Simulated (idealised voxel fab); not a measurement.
A process module follows: voxel double patterning.
The width of the displayed cross-section, cut, is 230 nm; its cells are square, with a size of 5 nm.
Format of a cross-section: grid, square cells. Given as bands. Order: top down. Band: one or more rows of cells. Band: top and bottom heights (nm) first, top before bottom; then materials from left to right, widths in nm. "everywhere" marks a sole material filling the band edge to edge. "empty" denotes empty space. For the purposes of this specification, 0 denotes the height below which the wafer in its as-received condition is composed wholly of one material, and the lowermost band, lacking a lower limit, extends downward without end, as expressed in "0 nm and below". When a width is written as two numbers, as in "30->40", the first number is the width in the top row of cells of the band and the second is the width in its bottom row, and the width changes by the same amount from each row to the next. A step reported as "identical to before" is a step in which no cell of the cross-section changed. "Closed void inventory" lists enclosed empty spaces (at least 8 cells, no open path upward to the top), each as width x height at distance from the left edge, in nm. Post-settings text on a step line: simulator's own remark regarding the step. The optional step-line setting "overlay nm" applies to steps with a mask and quantifies how far to the right of its planned location the mask lay, a negative value indicating leftward placement.
-- Below is the list of planned process steps
- 1: RECEIVE [material Si]
- 2: CONFORMAL_DEP [material SiO2] [thk nm 5]
- 3: DIRECTIONAL_DEP [material W] [thk nm 20]
- 4: DIRECTIONAL_DEP [material SiCN] [thk nm 10]
- 5: DIRECTIONAL_DEP [material aC] [thk nm 10]
- 6: PATTERN [tone open] [mask id FIRST] [material resist] [width nm 15] [pitch nm 50] [thk nm 25] [overlay nm 0]
- 7: DIRECTIONAL_ETCH [etch materials aC] [depth nm 10]
- 8: STRIP [etch materials resist]
- 9: DIRECTIONAL_ETCH [etch materials SiCN] [depth nm 10]
- 10: STRIP [etch materials aC]
- 11: MASKED_ETCH [tone open] [mask id SECOND] [width nm 15] [pitch nm 50] [etch materials SiCN] [depth nm 10] [overlay nm 0]
- 12: DIRECTIONAL_ETCH [etch materials W] [depth nm 20]
- 13: STRIP [etch materials SiCN]
-- As received (post step 1): cross-section
- 0 nm and below  Si everywhere
- Closed void inventory: none
-- First of two wafers, end-of-module section, run followed plan
- 25 nm to 5 nm  W: 55 / empty: 15 / W: 10 / empty: 15 / W: 10 / empty: 15 / W: 10 / empty: 15 / W: 10 / empty: 15 / W: 60
- 5 nm to 0 nm  SiO2 everywhere
- 0 nm and below  Si everywhere
- Closed void inventory: none
-- End-of-module cross-section of the second wafer: identical starting point and process plan to the first, with one processing mistake
- 25 nm to 15 nm  W: 55 / empty: 15 / W: 10 / empty: 15 / W: 10 / empty: 15 / W: 10 / empty: 15 / W: 10 / empty: 15 / W: 60
- 15 nm to 5 nm  W everywhere
- 5 nm to 0 nm  SiO2 everywhere
- 0 nm and below  Si everywhere
- Closed void inventory: none
Here's what went sideways: off-plan run, step 12, actual operation and settings DIRECTIONAL_ETCH [etch materials W] [depth nm 10]
Upon completion, the second wafer contains, in terms of cells, a greater or smaller amount of certain materials than the first wafer: W +30
